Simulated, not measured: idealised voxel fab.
Process module heading - voxel lift off
For reference, the cross-section in this document is cut, with width 285 nm and square cells of 5 nm.
If you're reading a cross-section in this doc, picture square cells in a grid; it comes to you as bands, top ones listed first down to the bottom, and a band can be one or more rows of cells. Per band: top height and bottom height in nm, followed by the left-to-right materials and their widths in nm; "throughout" marks a single material spanning edge to edge, "blank" marks empty space. Counting heights begins at 0, where everything beneath is, in the wafer as received, one material. The lowest band has no bottom; it goes on downwards, as "0 and below" shows. So if you see something like "30..40" for the width, read it as the top row of the band sitting at the first number and the bottom row at the second, with every row in between moving by the same amount as the last. Step note "identical to before" = no cross-section cell changed. Entry "Sealed void listing" = empty spaces >= 8 cells with no open way to the top; each as width x height at distance, distance from left edge, all nm. That trailing text on a step's line, after the settings, is the simulator's own remark on the step. "overlay nm" answers the question of how far to the right of plan the mask lay on a step that has a mask, and when it is negative the answer is to the left.

-- Intended process steps
- 1: RECEIVE [material Si]
- 2: CONFORMAL_DEP [material Al2O3] [thk nm 5]
- 3: PATTERN [tone open] [mask id LINES] [material resist] [width nm 20] [pitch nm 50] [thk nm 20] [overlay nm 0]
- 4: DIRECTIONAL_DEP [material Ru] [thk nm 10]
- 5: STRIP [etch materials resist]
- 6: CONFORMAL_DEP [material SiN] [thk nm 5]

-- First of the two wafers, run per plan

-- Cross-section of the incoming wafer, state after step 1
0 and below = Si throughout
Sealed void listing: none

-- Upon completion of step 2, the wafer appears in cross-section as shown
5 down to 0 = Al2O3 throughout
At heights below 0, the structure remains unaltered.

-- Upon completion of step 3, the wafer appears in cross-section as shown
25 down to 5 = resist 55; blank 20; resist 30; blank 20; resist 30; blank 20; resist 30; blank 20; resist 60
At heights below 5, the structure remains unaltered.

-- Upon completion of step 4, the wafer appears in cross-section as shown
35 down to 25 = Ru 55; blank 20; Ru 30; blank 20; Ru 30; blank 20; Ru 30; blank 20; Ru 60
25 down to 15 = resist 55; blank 20; resist 30; blank 20; resist 30; blank 20; resist 30; blank 20; resist 60
15 down to 5 = resist 55; Ru 20; resist 30; Ru 20; resist 30; Ru 20; resist 30; Ru 20; resist 60
At heights below 5, the structure remains unaltered.

-- Upon completion of step 5, the wafer appears in cross-section as shown
15 down to 5 = blank 55; Ru 20; blank 30; Ru 20; blank 30; Ru 20; blank 30; Ru 20; blank 60
At heights below 5, the structure remains unaltered.

-- Upon completion of step 6, the wafer appears in cross-section as shown
20 down to 15 = blank 50; SiN 30; blank 20; SiN 30; blank 20; SiN 30; blank 20; SiN 30; blank 55
15 down to 10 = blank 50; SiN 5; Ru 20; SiN 5; blank 20; SiN 5; Ru 20; SiN 5; blank 20; SiN 5; Ru 20; SiN 5; blank 20; SiN 5; Ru 20; SiN 5; blank 55
10 down to 5 = SiN 55; Ru 20; SiN 30; Ru 20; SiN 30; Ru 20; SiN 30; Ru 20; SiN 60
At heights below 5, the structure remains unaltered.

-- Second wafer, same starting state and plan as the first, one mistake in the run, identical through step 4

-- Cross-section: second wafer, time at which step 5 was scheduled to end
15 down to 5 = blank 55; Ru 20; blank 30; Ru 20; blank 30; Ru 20; blank 30; Ru 20; blank 60
At heights below 5, the structure remains unaltered.

-- Cross-section: second wafer, time at which step 6 was scheduled to end
20 down to 15 = blank 50; SiN 30; blank 20; SiN 30; blank 20; SiN 30; blank 20; SiN 30; blank 55
15 down to 10 = blank 50; SiN 5; Ru 20; SiN 5; blank 20; SiN 5; Ru 20; SiN 5; blank 20; SiN 5; Ru 20; SiN 5; blank 20; SiN 5; Ru 20; SiN 5; blank 55
10 down to 5 = SiN 55; Ru 20; SiN 30; Ru 20; SiN 30; Ru 20; SiN 30; Ru 20; SiN 60
At heights below 5, the structure remains unaltered.
Finding, execution versus plan: plan step 5 was conducted twice
Upon completion, the cross-sectional profiles of the two wafers are identical; consequently, the error exerts no influence on the quantities computed by this model.
